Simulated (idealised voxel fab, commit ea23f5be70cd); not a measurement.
The following is a process module called voxel transistor to metal.
It is cross-section cut that appears here, measuring 295 nm in width, its square cells being 5 nm in size.
A cross-section is written here as square cells arranged in a grid, and it is given in bands from the top down, each band taking up one or more rows of cells.
What a band's entry tells you: where the top is and where the bottom is, as heights in nm, and after that what lies inside, material by material from left to right, each with its width in nm. Empty space is written as the word "blank", and a single material marked with the word "throughout" occupies the band from edge to edge.
Heights are expressed relative to 0, this being the level below which the as-received wafer comprises one material exclusively. The lowest band is unbounded in the downward direction and is denoted as in "0 and below".
The notation "30..40" denotes a width that varies across the rows of cells in the band, beginning at the first number in the top row, finishing at the second number in the bottom row, and changing by an identical amount from each row to the next.
A step reported as "remains unaltered" is a step in which no cell of the cross-section changed.
"Entrapped voids" - sealed voids, min. 8 cells, no opening to top; format: width x height at distance (distance from left edge; nm throughout).
Text after the settings on a step's line: the simulator's own remark on that step.
"overlay nm" answers the question of how far to the right of plan the mask lay on a step that has a mask, and when it is negative the answer is to the left.
-- Process steps - plan
1. RECEIVE: material Si
2. CONFORMAL_DEP: material SiO2, thk nm 5
3. CONFORMAL_DEP: material SiN, thk nm 10
4. MASKED_ETCH: tone cover, mask id ACTIVE, width nm 115, pitch nm 145, etch materials SiN, depth nm 10, overlay nm 0
5. MASKED_ETCH: tone cover, mask id ACTIVE, width nm 115, pitch nm 145, etch materials SiO2, depth nm 5, overlay nm 0
6. MASKED_ETCH: tone cover, mask id ACTIVE, width nm 115, pitch nm 145, etch materials Si, depth nm 30, overlay nm 0
7. OXIDIZE: depth nm 5
8. FILL_DEP: material SiO2, thk nm 5
9. CMP: height nm 15
10. SELECTIVE_ETCH: etch materials SiO2, depth nm 10
11. STRIP: etch materials SiN
12. SELECTIVE_ETCH: etch materials SiO2, depth nm 5
13. OXIDIZE: depth nm 5
14. DIRECTIONAL_DEP: material polySi, thk nm 25
15. DIRECTIONAL_DEP: material SiCN, thk nm 15
16. PATTERN: tone cover, mask id GATE, material resist, width nm 35, pitch nm 145, thk nm 15, overlay nm 0
17. DIRECTIONAL_ETCH: etch materials SiCN, depth nm 25
18. DIRECTIONAL_ETCH: etch materials polySi, depth nm 35
19. STRIP: etch materials resist
20. CONFORMAL_DEP: material SiO2, thk nm 5
21. DIRECTIONAL_ETCH: etch materials SiO2, depth nm 5
22. CONFORMAL_DEP: material SiN, thk nm 5
23. DIRECTIONAL_ETCH: etch materials SiN, depth nm 5
24. DIRECTIONAL_ETCH: etch materials SiO2, depth nm 5
25. EPI: material pSi, thk nm 5
26. FILL_DEP: material SiO2, thk nm 10
27. CMP: height nm 25
28. STRIP: etch materials polySi
29. SELECTIVE_ETCH: etch materials SiO2, depth nm 5
30. CONFORMAL_DEP: material HfO2, thk nm 5
31. CONFORMAL_DEP: material TiN, thk nm 5
32. FILL_DEP: material W, thk nm 10
33. CMP: height nm 20
34. DIRECTIONAL_DEP: material SiO2, thk nm 15
35. PATTERN: tone open, mask id CONTACT, material resist, width nm 15, thk nm 15, overlay nm 0
36. DIRECTIONAL_ETCH: etch materials SiO2, depth nm 35
37. STRIP: etch materials resist
38. CONFORMAL_DEP: material TiN, thk nm 5
39. FILL_DEP: material W, thk nm 5
40. CMP: height nm 35
41. CONFORMAL_DEP: material SiN, thk nm 5
42. DIRECTIONAL_DEP: material lowk, thk nm 15
43. MASKED_ETCH: tone open, mask id METAL_1, width nm 15, etch materials lowk, depth nm 15, overlay nm 0
44. MASKED_ETCH: tone open, mask id METAL_1, width nm 15, etch materials SiN, depth nm 5, overlay nm 0
45. CONFORMAL_DEP: material TiN, thk nm 5
46. FILL_DEP: material Ru, thk nm 5
47. CMP: height nm 55
48. EPI: material Ru, thk nm 5
49. FILL_DEP: material SiCN, thk nm 5
50. DIRECTIONAL_DEP: material SiO2, thk nm 35
51. MASKED_ETCH: tone open, mask id METAL_2, width nm 15, pitch nm 145, etch materials SiO2, depth nm 20, overlay nm 0
52. PATTERN: tone open, mask id METAL_2_HOLES, material resist, width nm 15, pitch nm 145, thk nm 15, overlay nm 0
53. DIRECTIONAL_ETCH: etch materials SiO2, depth nm 15
54. DIRECTIONAL_ETCH: etch materials SiCN, depth nm 5
55. STRIP: etch materials resist
56. CONFORMAL_DEP: material TiN, thk nm 5
57. FILL_DEP: material Cu, thk nm 10
58. CMP: height nm 100
59. CONFORMAL_DEP: material SiCN, thk nm 5
-- First wafer, two in total, run as planned
-- So this is the incoming wafer in cross-section - it's already been through step 1
- 0 and below | Si throughout
- Entrapped voids: none
-- Step 2 complete: cross-section through the wafer
- 5 down to 0 | SiO2 throughout
- Below a height of 0, the structure has not been altered.
-- Step 3 complete: cross-section through the wafer
- 15 down to 5 | SiN throughout
- Below a height of 5, the structure has not been altered.
-- Step 4 complete: cross-section through the wafer
- 15 down to 5 | blank 15, SiN 115, blank 30, SiN 115, blank 20
- Below a height of 5, the structure has not been altered.
-- Step 5 complete: cross-section through the wafer
- 15 down to 5 | blank 15, SiN 115, blank 30, SiN 115, blank 20
- 5 down to 0 | blank 15, SiO2 115, blank 30, SiO2 115, blank 20
- Below a height of 0, the structure has not been altered.
-- Step 6 complete: cross-section through the wafer
- 15 down to 5 | blank 15, SiN 115, blank 30, SiN 115, blank 20
- 5 down to 0 | blank 15, SiO2 115, blank 30, SiO2 115, blank 20
- 0 down to -30 | blank 15, Si 115, blank 30, Si 115, blank 20
- Below a height of -30, the structure has not been altered.
-- Step 7 complete: cross-section through the wafer
- 15 down to 5 | blank 15, SiN 115, blank 30, SiN 115, blank 20
- 5 down to 0 | blank 15, SiO2 115, blank 30, SiO2 115, blank 20
- 0 down to -30 | blank 15, SiO2 5, Si 105, SiO2 5, blank 30, SiO2 5, Si 105, SiO2 5, blank 20
- -30 down to -35 | SiO2 20, Si 105, SiO2 40, Si 105, SiO2 25
- Below a height of -35, the structure has not been altered.
-- Step 8 complete: cross-section through the wafer
- 20 down to 15 | SiO2 throughout
- 15 down to 5 | SiO2 15, SiN 115, SiO2 30, SiN 115, SiO2 20
- 5 down to 0 | SiO2 throughout
- 0 down to -35 | SiO2 20, Si 105, SiO2 40, Si 105, SiO2 25
- Below a height of -35, the structure has not been altered.
-- Step 9 complete: cross-section through the wafer
- 15 down to 5 | SiO2 15, SiN 115, SiO2 30, SiN 115, SiO2 20
- Below a height of 5, the structure has not been altered.
-- Step 10 complete: cross-section through the wafer
- 15 down to 5 | blank 15, SiN 115, blank 30, SiN 115, blank 20
- Below a height of 5, the structure has not been altered.
-- Step 11 complete: cross-section through the wafer
- 5 down to 0 | SiO2 throughout
- Below a height of 0, the structure has not been altered.
-- Step 12 complete: cross-section through the wafer
- 0 down to -35 | SiO2 20, Si 105, SiO2 40, Si 105, SiO2 25
- Below a height of -35, the structure has not been altered.
-- Step 13 complete: cross-section through the wafer
- 0 down to -5 | SiO2 throughout
- Below a height of -5, the structure has not been altered.
-- Step 14 complete: cross-section through the wafer
- 25 down to 0 | polySi throughout
- Below a height of 0, the structure has not been altered.
-- Step 15 complete: cross-section through the wafer
- 40 down to 25 | SiCN throughout
- Below a height of 25, the structure has not been altered.
-- Step 16 complete: cross-section through the wafer
- 55 down to 40 | blank 55, resist 35, blank 110, resist 35, blank 60
- Below a height of 40, the structure has not been altered.
-- Step 17 complete: cross-section through the wafer
- 55 down to 40 | blank 55, resist 35, blank 110, resist 35, blank 60
- 40 down to 25 | blank 55, SiCN 35, blank 110, SiCN 35, blank 60
- Below a height of 25, the structure has not been altered.
-- Step 18 complete: cross-section through the wafer
- 55 down to 40 | blank 55, resist 35, blank 110, resist 35, blank 60
- 40 down to 25 | blank 55, SiCN 35, blank 110, SiCN 35, blank 60
- 25 down to 0 | blank 55, polySi 35, blank 110, polySi 35, blank 60
- Below a height of 0, the structure has not been altered.
-- Step 19 complete: cross-section through the wafer
- 40 down to 25 | blank 55, SiCN 35, blank 110, SiCN 35, blank 60
- Below a height of 25, the structure has not been altered.
-- Step 20 complete: cross-section through the wafer
- 45 down to 40 | blank 50, SiO2 45, blank 100, SiO2 45, blank 55
- 40 down to 25 | blank 50, SiO2 5, SiCN 35, SiO2 5, blank 100, SiO2 5, SiCN 35, SiO2 5, blank 55
- 25 down to 5 | blank 50, SiO2 5, polySi 35, SiO2 5, blank 100, SiO2 5, polySi 35, SiO2 5, blank 55
- 5 down to 0 | SiO2 55, polySi 35, SiO2 110, polySi 35, SiO2 60
- Below a height of 0, the structure has not been altered.
-- Step 21 complete: cross-section through the wafer
- 40 down to 25 | blank 50, SiO2 5, SiCN 35, SiO2 5, blank 100, SiO2 5, SiCN 35, SiO2 5, blank 55
- 25 down to 0 | blank 50, SiO2 5, polySi 35, SiO2 5, blank 100, SiO2 5, polySi 35, SiO2 5, blank 55
- Below a height of 0, the structure has not been altered.
-- Step 22 complete: cross-section through the wafer
- 45 down to 40 | blank 45, SiN 55, blank 90, SiN 55, blank 50
- 40 down to 25 | blank 45, SiN 5, SiO2 5, SiCN 35, SiO2 5, SiN 5, blank 90, SiN 5, SiO2 5, SiCN 35, SiO2 5, SiN 5, blank 50
- 25 down to 5 | blank 45, SiN 5, SiO2 5, polySi 35, SiO2 5, SiN 5, blank 90, SiN 5, SiO2 5, polySi 35, SiO2 5, SiN 5, blank 50
- 5 down to 0 | SiN 50, SiO2 5, polySi 35, SiO2 5, SiN 100, SiO2 5, polySi 35, SiO2 5, SiN 55
- Below a height of 0, the structure has not been altered.
-- Step 23 complete: cross-section through the wafer
- 40 down to 25 | blank 45, SiN 5, SiO2 5, SiCN 35, SiO2 5, SiN 5, blank 90, SiN 5, SiO2 5, SiCN 35, SiO2 5, SiN 5, blank 50
- 25 down to 0 | blank 45, SiN 5, SiO2 5, polySi 35, SiO2 5, SiN 5, blank 90, SiN 5, SiO2 5, polySi 35, SiO2 5, SiN 5, blank 50
- Below a height of 0, the structure has not been altered.
-- Step 24 complete: cross-section through the wafer
- 40 down to 35 | blank 45, SiN 5, blank 5, SiCN 35, blank 5, SiN 5, blank 90, SiN 5, blank 5, SiCN 35, blank 5, SiN 5, blank 50
- 35 down to 25 | blank 45, SiN 5, SiO2 5, SiCN 35, SiO2 5, SiN 5, blank 90, SiN 5, SiO2 5, SiCN 35, SiO2 5, SiN 5, blank 50
- 25 down to 0 | blank 45, SiN 5, SiO2 5, polySi 35, SiO2 5, SiN 5, blank 90, SiN 5, SiO2 5, polySi 35, SiO2 5, SiN 5, blank 50
- 0 down to -5 | blank 45, SiO2 55, blank 90, SiO2 55, blank 50
- Below a height of -5, the structure has not been altered.
-- Step 25 complete: cross-section through the wafer
- 40 down to 35 | blank 45, SiN 5, blank 5, SiCN 35, blank 5, SiN 5, blank 90, SiN 5, blank 5, SiCN 35, blank 5, SiN 5, blank 50
- 35 down to 25 | blank 45, SiN 5, SiO2 5, SiCN 35, SiO2 5, SiN 5, blank 90, SiN 5, SiO2 5, SiCN 35, SiO2 5, SiN 5, blank 50
- 25 down to 0 | blank 45, SiN 5, SiO2 5, polySi 35, SiO2 5, SiN 5, blank 90, SiN 5, SiO2 5, polySi 35, SiO2 5, SiN 5, blank 50
- 0 down to -5 | blank 15, pSi 30, SiO2 55, pSi 30, blank 30, pSi 30, SiO2 55, pSi 30, blank 20
- Below a height of -5, the structure has not been altered.
-- Step 26 complete: cross-section through the wafer
- 50 down to 40 | SiO2 throughout
- 40 down to 25 | SiO2 45, SiN 5, SiO2 5, SiCN 35, SiO2 5, SiN 5, SiO2 90, SiN 5, SiO2 5, SiCN 35, SiO2 5, SiN 5, SiO2 50
- 25 down to 0 | SiO2 45, SiN 5, SiO2 5, polySi 35, SiO2 5, SiN 5, SiO2 90, SiN 5, SiO2 5, polySi 35, SiO2 5, SiN 5, SiO2 50
- 0 down to -5 | SiO2 15, pSi 30, SiO2 55, pSi 30, SiO2 30, pSi 30, SiO2 55, pSi 30, SiO2 20
- Below a height of -5, the structure has not been altered.
-- Step 27 complete: cross-section through the wafer
- 25 down to 0 | SiO2 45, SiN 5, SiO2 5, polySi 35, SiO2 5, SiN 5, SiO2 90, SiN 5, SiO2 5, polySi 35, SiO2 5, SiN 5, SiO2 50
- Below a height of 0, the structure has not been altered.
-- Step 28 complete: cross-section through the wafer
- 25 down to 0 | SiO2 45, SiN 5, SiO2 5, blank 35, SiO2 5, SiN 5, SiO2 90, SiN 5, SiO2 5, blank 35, SiO2 5, SiN 5, SiO2 50
- Below a height of 0, the structure has not been altered.
-- Step 29 complete: cross-section through the wafer
- 25 down to 20 | blank 45, SiN 5, blank 45, SiN 5, blank 90, SiN 5, blank 45, SiN 5, blank 50
- 20 down to 0 | SiO2 45, SiN 5, blank 45, SiN 5, SiO2 90, SiN 5, blank 45, SiN 5, SiO2 50
- 0 down to -5 | SiO2 15, pSi 30, SiO2 5, blank 45, SiO2 5, pSi 30, SiO2 30, pSi 30, SiO2 5, blank 45, SiO2 5, pSi 30, SiO2 20
- Below a height of -5, the structure has not been altered.
-- Step 30 complete: cross-section through the wafer
- 30 down to 25 | blank 40, HfO2 15, blank 35, HfO2 15, blank 80, HfO2 15, blank 35, HfO2 15, blank 45
- 25 down to 20 | HfO2 45, SiN 5, HfO2 5, blank 35, HfO2 5, SiN 5, HfO2 90, SiN 5, HfO2 5, blank 35, HfO2 5, SiN 5, HfO2 50
- 20 down to 0 | SiO2 45, SiN 5, HfO2 5, blank 35, HfO2 5, SiN 5, SiO2 90, SiN 5, HfO2 5, blank 35, HfO2 5, SiN 5, SiO2 50
- 0 down to -5 | SiO2 15, pSi 30, SiO2 5, HfO2 45, SiO2 5, pSi 30, SiO2 30, pSi 30, SiO2 5, HfO2 45, SiO2 5, pSi 30, SiO2 20
- Below a height of -5, the structure has not been altered.
-- Step 31 complete: cross-section through the wafer
- 35 down to 30 | blank 35, TiN 25, blank 25, TiN 25, blank 70, TiN 25, blank 25, TiN 25, blank 40
- 30 down to 25 | TiN 40, HfO2 15, TiN 5, blank 25, TiN 5, HfO2 15, TiN 80, HfO2 15, TiN 5, blank 25, TiN 5, HfO2 15, TiN 45
- 25 down to 20 | HfO2 45, SiN 5, HfO2 5, TiN 5, blank 25, TiN 5, HfO2 5, SiN 5, HfO2 90, SiN 5, HfO2 5, TiN 5, blank 25, TiN 5, HfO2 5, SiN 5, HfO2 50
- 20 down to 5 | SiO2 45, SiN 5, HfO2 5, TiN 5, blank 25, TiN 5, HfO2 5, SiN 5, SiO2 90, SiN 5, HfO2 5, TiN 5, blank 25, TiN 5, HfO2 5, SiN 5, SiO2 50
- 5 down to 0 | SiO2 45, SiN 5, HfO2 5, TiN 35, HfO2 5, SiN 5, SiO2 90, SiN 5, HfO2 5, TiN 35, HfO2 5, SiN 5, SiO2 50
- Below a height of 0, the structure has not been altered.
-- Step 32 complete: cross-section through the wafer
- 45 down to 35 | W throughout
- 35 down to 30 | W 35, TiN 25, W 25, TiN 25, W 70, TiN 25, W 25, TiN 25, W 40
- 30 down to 25 | TiN 40, HfO2 15, TiN 5, W 25, TiN 5, HfO2 15, TiN 80, HfO2 15, TiN 5, W 25, TiN 5, HfO2 15, TiN 45
- 25 down to 20 | HfO2 45, SiN 5, HfO2 5, TiN 5, W 25, TiN 5, HfO2 5, SiN 5, HfO2 90, SiN 5, HfO2 5, TiN 5, W 25, TiN 5, HfO2 5, SiN 5, HfO2 50
- 20 down to 5 | SiO2 45, SiN 5, HfO2 5, TiN 5, W 25, TiN 5, HfO2 5, SiN 5, SiO2 90, SiN 5, HfO2 5, TiN 5, W 25, TiN 5, HfO2 5, SiN 5, SiO2 50
- Below a height of 5, the structure has not been altered.
-- Step 33 complete: cross-section through the wafer
- 20 down to 5 | SiO2 45, SiN 5, HfO2 5, TiN 5, W 25, TiN 5, HfO2 5, SiN 5, SiO2 90, SiN 5, HfO2 5, TiN 5, W 25, TiN 5, HfO2 5, SiN 5, SiO2 50
- Below a height of 5, the structure has not been altered.
-- Step 34 complete: cross-section through the wafer
- 35 down to 20 | SiO2 throughout
- Below a height of 20, the structure has not been altered.
-- Step 35 complete: cross-section through the wafer
- 50 down to 35 | resist 20, blank 15, resist 75, blank 15, resist 40, blank 15, resist 75, blank 15, resist 25
- Below a height of 35, the structure has not been altered.
-- Step 36 complete: cross-section through the wafer
- 50 down to 35 | resist 20, blank 15, resist 75, blank 15, resist 40, blank 15, resist 75, blank 15, resist 25
- 35 down to 20 | SiO2 20, blank 15, SiO2 75, blank 15, SiO2 40, blank 15, SiO2 75, blank 15, SiO2 25
- 20 down to 5 | SiO2 20, blank 15, SiO2 10, SiN 5, HfO2 5, TiN 5, W 25, TiN 5, HfO2 5, SiN 5, SiO2 10, blank 15, SiO2 40, blank 15, SiO2 10, SiN 5, HfO2 5, TiN 5, W 25, TiN 5, HfO2 5, SiN 5, SiO2 10, blank 15, SiO2 25
- 5 down to 0 | SiO2 20, blank 15, SiO2 10, SiN 5, HfO2 5, TiN 35, HfO2 5, SiN 5, SiO2 10, blank 15, SiO2 40, blank 15, SiO2 10, SiN 5, HfO2 5, TiN 35, HfO2 5, SiN 5, SiO2 10, blank 15, SiO2 25
- Below a height of 0, the structure has not been altered.
-- Step 37 complete: cross-section through the wafer
- 35 down to 20 | SiO2 20, blank 15, SiO2 75, blank 15, SiO2 40, blank 15, SiO2 75, blank 15, SiO2 25
- Below a height of 20, the structure has not been altered.
-- Step 38 complete: cross-section through the wafer
- 40 down to 35 | TiN 25, blank 5, TiN 85, blank 5, TiN 50, blank 5, TiN 85, blank 5, TiN 30
- 35 down to 20 | SiO2 20, TiN 5, blank 5, TiN 5, SiO2 75, TiN 5, blank 5, TiN 5, SiO2 40, TiN 5, blank 5, TiN 5, SiO2 75, TiN 5, blank 5, TiN 5, SiO2 25
- 20 down to 5 | SiO2 20, TiN 5, blank 5, TiN 5, SiO2 10, SiN 5, HfO2 5, TiN 5, W 25, TiN 5, HfO2 5, SiN 5, SiO2 10, TiN 5, blank 5, TiN 5, SiO2 40, TiN 5, blank 5, TiN 5, SiO2 10, SiN 5, HfO2 5, TiN 5, W 25, TiN 5, HfO2 5, SiN 5, SiO2 10, TiN 5, blank 5, TiN 5, SiO2 25
- 5 down to 0 | SiO2 20, TiN 15, SiO2 10, SiN 5, HfO2 5, TiN 35, HfO2 5, SiN 5, SiO2 10, TiN 15, SiO2 40, TiN 15, SiO2 10, SiN 5, HfO2 5, TiN 35, HfO2 5, SiN 5, SiO2 10, TiN 15, SiO2 25
- Below a height of 0, the structure has not been altered.
-- Step 39 complete: cross-section through the wafer
- 45 down to 40 | W throughout
- 40 down to 35 | TiN 25, W 5, TiN 85, W 5, TiN 50, W 5, TiN 85, W 5, TiN 30
- 35 down to 20 | SiO2 20, TiN 5, W 5, TiN 5, SiO2 75, TiN 5, W 5, TiN 5, SiO2 40, TiN 5, W 5, TiN 5, SiO2 75, TiN 5, W 5, TiN 5, SiO2 25
- 20 down to 5 | SiO2 20, TiN 5, W 5, TiN 5, SiO2 10, SiN 5, HfO2 5, TiN 5, W 25, TiN 5, HfO2 5, SiN 5, SiO2 10, TiN 5, W 5, TiN 5, SiO2 40, TiN 5, W 5, TiN 5, SiO2 10, SiN 5, HfO2 5, TiN 5, W 25, TiN 5, HfO2 5, SiN 5, SiO2 10, TiN 5, W 5, TiN 5, SiO2 25
- Below a height of 5, the structure has not been altered.
-- Step 40 complete: cross-section through the wafer
- 35 down to 20 | SiO2 20, TiN 5, W 5, TiN 5, SiO2 75, TiN 5, W 5, TiN 5, SiO2 40, TiN 5, W 5, TiN 5, SiO2 75, TiN 5, W 5, TiN 5, SiO2 25
- Below a height of 20, the structure has not been altered.
-- Step 41 complete: cross-section through the wafer
- 40 down to 35 | SiN throughout
- Below a height of 35, the structure has not been altered.
-- Step 42 complete: cross-section through the wafer
- 55 down to 40 | lowk throughout
- Below a height of 40, the structure has not been altered.
-- Step 43 complete: cross-section through the wafer
- 55 down to 40 | lowk 20, blank 15, lowk 75, blank 15, lowk 40, blank 15, lowk 75, blank 15, lowk 25
- Below a height of 40, the structure has not been altered.
-- Step 44 complete: cross-section through the wafer
- 55 down to 40 | lowk 20, blank 15, lowk 75, blank 15, lowk 40, blank 15, lowk 75, blank 15, lowk 25
- 40 down to 35 | SiN 20, blank 15, SiN 75, blank 15, SiN 40, blank 15, SiN 75, blank 15, SiN 25
- Below a height of 35, the structure has not been altered.
-- Step 45 complete: cross-section through the wafer
- 60 down to 55 | TiN 25, blank 5, TiN 85, blank 5, TiN 50, blank 5, TiN 85, blank 5, TiN 30
- 55 down to 40 | lowk 20, TiN 5, blank 5, TiN 5, lowk 75, TiN 5, blank 5, TiN 5, lowk 40, TiN 5, blank 5, TiN 5, lowk 75, TiN 5, blank 5, TiN 5, lowk 25
- 40 down to 35 | SiN 20, TiN 15, SiN 75, TiN 15, SiN 40, TiN 15, SiN 75, TiN 15, SiN 25
- Below a height of 35, the structure has not been altered.
-- Step 46 complete: cross-section through the wafer
- 65 down to 60 | Ru throughout
- 60 down to 55 | TiN 25, Ru 5, TiN 85, Ru 5, TiN 50, Ru 5, TiN 85, Ru 5, TiN 30
- 55 down to 40 | lowk 20, TiN 5, Ru 5, TiN 5, lowk 75, TiN 5, Ru 5, TiN 5, lowk 40, TiN 5, Ru 5, TiN 5, lowk 75, TiN 5, Ru 5, TiN 5, lowk 25
- Below a height of 40, the structure has not been altered.
-- Step 47 complete: cross-section through the wafer
- 55 down to 40 | lowk 20, TiN 5, Ru 5, TiN 5, lowk 75, TiN 5, Ru 5, TiN 5, lowk 40, TiN 5, Ru 5, TiN 5, lowk 75, TiN 5, Ru 5, TiN 5, lowk 25
- Below a height of 40, the structure has not been altered.
-- Step 48 complete: cross-section through the wafer
- 60 down to 55 | blank 15, Ru 25, blank 65, Ru 25, blank 30, Ru 25, blank 65, Ru 25, blank 20
- Below a height of 55, the structure has not been altered.
-- Step 49 complete: cross-section through the wafer
- 65 down to 60 | SiCN throughout
- 60 down to 55 | SiCN 15, Ru 25, SiCN 65, Ru 25, SiCN 30, Ru 25, SiCN 65, Ru 25, SiCN 20
- Below a height of 55, the structure has not been altered.
-- Step 50 complete: cross-section through the wafer
- 100 down to 65 | SiO2 throughout
- Below a height of 65, the structure has not been altered.
-- Step 51 complete: cross-section through the wafer
- 100 down to 80 | SiO2 20, blank 15, SiO2 130, blank 15, SiO2 115
- Below a height of 80, the structure has not been altered.
-- Step 52 complete: cross-section through the wafer
- 115 down to 100 | resist 20, blank 15, resist 130, blank 15, resist 115
- Below a height of 100, the structure has not been altered.
-- Step 53 complete: cross-section through the wafer
- 115 down to 100 | resist 20, blank 15, resist 130, blank 15, resist 115
- 100 down to 65 | SiO2 20, blank 15, SiO2 130, blank 15, SiO2 115
- Below a height of 65, the structure has not been altered.
-- Step 54 complete: cross-section through the wafer
- 115 down to 100 | resist 20, blank 15, resist 130, blank 15, resist 115
- 100 down to 65 | SiO2 20, blank 15, SiO2 130, blank 15, SiO2 115
- 65 down to 60 | SiCN 20, blank 15, SiCN 130, blank 15, SiCN 115
- Below a height of 60, the structure has not been altered.
-- Step 55 complete: cross-section through the wafer
- 100 down to 65 | SiO2 20, blank 15, SiO2 130, blank 15, SiO2 115
- Below a height of 65, the structure has not been altered.
-- Step 56 complete: cross-section through the wafer
- 105 down to 100 | TiN 25, blank 5, TiN 140, blank 5, TiN 120
- 100 down to 65 | SiO2 20, TiN 5, blank 5, TiN 5, SiO2 130, TiN 5, blank 5, TiN 5, SiO2 115
- 65 down to 60 | SiCN 20, TiN 15, SiCN 130, TiN 15, SiCN 115
- Below a height of 60, the structure has not been altered.
-- Step 57 complete: cross-section through the wafer
- 115 down to 105 | Cu throughout
- 105 down to 100 | TiN 25, Cu 5, TiN 140, Cu 5, TiN 120
- 100 down to 65 | SiO2 20, TiN 5, Cu 5, TiN 5, SiO2 130, TiN 5, Cu 5, TiN 5, SiO2 115
- Below a height of 65, the structure has not been altered.
-- Step 58 complete: cross-section through the wafer
- 100 down to 65 | SiO2 20, TiN 5, Cu 5, TiN 5, SiO2 130, TiN 5, Cu 5, TiN 5, SiO2 115
- Below a height of 65, the structure has not been altered.
-- Step 59 complete: cross-section through the wafer
- 105 down to 100 | SiCN throughout
- Below a height of 100, the structure has not been altered.
-- What follows concerns the second wafer, which started out like the first and was meant to follow the very same plan; one mistake crept in when it was run, but everything up to and including step 49 is the same as for the first wafer
-- What the second wafer looks like in cross-section when step 50 should have wrapped up
- 135 down to 65 | SiO2 throughout
- Below a height of 65, the structure has not been altered.
-- What the second wafer looks like in cross-section when step 51 should have wrapped up
- 135 down to 115 | SiO2 20, blank 15, SiO2 130, blank 15, SiO2 115
- Below a height of 115, the structure has not been altered.
-- What the second wafer looks like in cross-section when step 52 should have wrapped up
- 150 down to 135 | resist 20, blank 15, resist 130, blank 15, resist 115
- Below a height of 135, the structure has not been altered.
-- What the second wafer looks like in cross-section when step 53 should have wrapped up
- 150 down to 135 | resist 20, blank 15, resist 130, blank 15, resist 115
- 135 down to 100 | SiO2 20, blank 15, SiO2 130, blank 15, SiO2 115
- Below a height of 100, the structure has not been altered.
What the second wafer looks like in cross-section when step 54 should have wrapped up: remains unaltered
-- What the second wafer looks like in cross-section when step 55 should have wrapped up
- 135 down to 100 | SiO2 20, blank 15, SiO2 130, blank 15, SiO2 115
- Below a height of 100, the structure has not been altered.
-- What the second wafer looks like in cross-section when step 56 should have wrapped up
- 140 down to 135 | TiN 25, blank 5, TiN 140, blank 5, TiN 120
- 135 down to 105 | SiO2 20, TiN 5, blank 5, TiN 5, SiO2 130, TiN 5, blank 5, TiN 5, SiO2 115
- 105 down to 100 | SiO2 20, TiN 15, SiO2 130, TiN 15, SiO2 115
- Below a height of 100, the structure has not been altered.
-- What the second wafer looks like in cross-section when step 57 should have wrapped up
- 150 down to 140 | Cu throughout
- 140 down to 135 | TiN 25, Cu 5, TiN 140, Cu 5, TiN 120
- 135 down to 105 | SiO2 20, TiN 5, Cu 5, TiN 5, SiO2 130, TiN 5, Cu 5, TiN 5, SiO2 115
- Below a height of 105, the structure has not been altered.
-- What the second wafer looks like in cross-section when step 58 should have wrapped up
- 100 down to 65 | SiO2 throughout
- Below a height of 65, the structure has not been altered.
-- What the second wafer looks like in cross-section when step 59 should have wrapped up
- 105 down to 100 | SiCN throughout
- Below a height of 100, the structure has not been altered.
What broke from the plan during processing? yeah, plan step 50 got run twice
Materials where the second wafer ends with more or fewer cells than the first: Cu -14, SiCN +6, SiO2 +42, TiN -34
